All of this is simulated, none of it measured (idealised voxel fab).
process module | voxel capacitor over wiring
cross-section cut | 220 nm wide | cells 5 nm
A cross-section is a grid of square cells, given in bands from the top down. A band is one or more rows of cells.
Each band's line starts with the height of the band's top and of its bottom, in nm. Then come its materials from left to right, each with its width in nm. One material with "throughout" fills the band from edge to edge. "air" is empty space.
Height 0 is the level under which the wafer as received is all one material. The lowest band goes on downwards, as in "0 down".
A width such as "30 to 40" changes by the same amount from each row of cells to the next, from the band's top row to its bottom row.
"no change" after a step means that no cell of the cross-section changed.
closed voids: empty space of 8 cells or more with no open way to the top, each as width x height at its distance from the left edge, in nm
after a step's settings: what the simulator itself notes on the step
overlay nm, on a step with a mask: how far to the right of its planned place the mask lay; to the left if negative
plan
1 op RECEIVE | material Si
2 op CONFORMAL_DEP | material SiO2 | thk nm 10
3 op CONFORMAL_DEP | material SiN | thk nm 5
4 op DIRECTIONAL_DEP | material SiO2 | thk nm 15
5 op PATTERN | tone open | mask id METAL_1 | material resist | width nm 15 | pitch nm 90 | thk nm 20 | overlay nm 0
6 op DIRECTIONAL_ETCH | etch materials SiO2 | depth nm 15
7 op DIRECTIONAL_ETCH | etch materials SiN | depth nm 5
8 op STRIP | etch materials resist
9 op CONFORMAL_DEP | material TiN | thk nm 5
10 op FILL_DEP | material Ru | thk nm 5
11 op CMP | height nm 30
12 op EPI | material Ru | thk nm 5
13 op FILL_DEP | material SiCN | thk nm 5
14 op DIRECTIONAL_DEP | material lowk | thk nm 20
15 op MASKED_ETCH | tone open | mask id PLUG_1 | width nm 15 | etch materials lowk | depth nm 20 | overlay nm 0
16 op MASKED_ETCH | tone open | mask id PLUG_1 | width nm 15 | etch materials SiCN | depth nm 5 | overlay nm 0
17 op CONFORMAL_DEP | material TiN | thk nm 5
18 op FILL_DEP | material Cu | thk nm 10
19 op CMP | height nm 60
20 op DIRECTIONAL_DEP | material TiN | thk nm 10
21 op DIRECTIONAL_DEP | material SiN | thk nm 5
22 op DIRECTIONAL_DEP | material TiN | thk nm 5
23 op PATTERN | tone cover | mask id UPPER_PLATE | material resist | width nm 75 | thk nm 15 | overlay nm 0
24 op DIRECTIONAL_ETCH | etch materials TiN | depth nm 5
25 op DIRECTIONAL_ETCH | etch materials SiN | depth nm 5
26 op STRIP | etch materials resist
27 op DIRECTIONAL_DEP | material aC | thk nm 10
28 op PATTERN | tone cover | mask id LOWER_PLATE | material resist | width nm 85 | thk nm 25 | overlay nm 0
29 op DIRECTIONAL_ETCH | etch materials aC | depth nm 10
30 op STRIP | etch materials resist
31 op DIRECTIONAL_ETCH | etch materials TiN | depth nm 10
32 op STRIP | etch materials aC
33 op FILL_DEP | material SiO2 | thk nm 20
34 op CMP | height nm 95
35 op PATTERN | tone open | mask id PLUG_2 | material resist | width nm 15 | thk nm 15 | overlay nm 0
36 op DIRECTIONAL_ETCH | etch materials SiO2 | depth nm 15
37 op STRIP | etch materials resist
38 op CONFORMAL_DEP | material TiN | thk nm 5
39 op FILL_DEP | material Cu | thk nm 10
40 op CMP | height nm 95
41 op CONFORMAL_DEP | material SiN | thk nm 5
varied across the wafers: width nm of step 5. The plan shows the first wafer's value. All wafers start alike
first wafer as received, after step 1
  0 down: Si throughout
  closed voids: none
first wafer at the end, after step 41
  100 to 95: SiN throughout
  95 to 85: SiO2 70 | TiN 5 | Cu 5 | TiN 5 | SiO2 135
  85 to 75: SiO2 70 to 60 | TiN 15 to 75 | SiO2 135 to 85
  75 to 70: SiO2 60 | SiN 75 | SiO2 85
  70 to 60: SiO2 55 | TiN 85 | SiO2 80
  60 to 40: lowk 60 | TiN 5 | Cu 5 | TiN 5 | lowk 145
  40 to 35: SiCN 60 | TiN 15 | SiCN 145
  35 to 30: SiCN 55 | Ru 25 | SiCN 65 | Ru 25 | SiCN 50
  30 to 15: SiO2 60 | TiN 5 | Ru 5 | TiN 5 | SiO2 75 | TiN 5 | Ru 5 | TiN 5 | SiO2 55
  15 to 10: SiN 60 | TiN 15 | SiN 75 | TiN 15 | SiN 55
  10 to 0: SiO2 throughout
  0 down: Si throughout
  closed voids: none
last wafer at the end
  100 to 95: SiN throughout
  95 to 85: SiO2 70 | TiN 5 | Cu 5 | TiN 5 | SiO2 135
  85 to 75: SiO2 70 to 60 | TiN 15 to 75 | SiO2 135 to 85
  75 to 70: SiO2 60 | SiN 75 | SiO2 85
  70 to 60: SiO2 55 | TiN 85 | SiO2 80
  60 to 40: lowk 60 | TiN 5 | Cu 5 | TiN 5 | lowk 145
  40 to 35: SiCN 60 | TiN 15 | SiCN 145
  35 to 30: SiCN 45 | Ru 45 | SiCN 45 | Ru 45 | SiCN 40
  30 to 15: SiO2 50 | TiN 5 | Ru 25 | TiN 5 | SiO2 55 | TiN 5 | Ru 25 | TiN 5 | SiO2 45
  15 to 10: SiN 50 | TiN 35 | SiN 55 | TiN 35 | SiN 45
  10 to 0: SiO2 throughout
  0 down: Si throughout
  closed voids: none
each wafer at the end: cells of each material gained (+) or lost (-) since it was received, then its closed voids
width nm 15 | +6 Cu | +16 Ru | +75 SiCN | +97 SiN | +437 SiO2 | +85 TiN | +164 lowk | closed voids: none
width nm 20 | +6 Cu | +24 Ru | +73 SiCN | +95 SiN | +431 SiO2 | +87 TiN | +164 lowk | closed voids: none
width nm 25 | +6 Cu | +32 Ru | +71 SiCN | +93 SiN | +425 SiO2 | +89 TiN | +164 lowk | closed voids: none
width nm 30 | +6 Cu | +40 Ru | +69 SiCN | +91 SiN | +419 SiO2 | +91 TiN | +164 lowk | closed voids: none
width nm 35 | +6 Cu | +48 Ru | +67 SiCN | +89 SiN | +413 SiO2 | +93 TiN | +164 lowk | closed voids: none
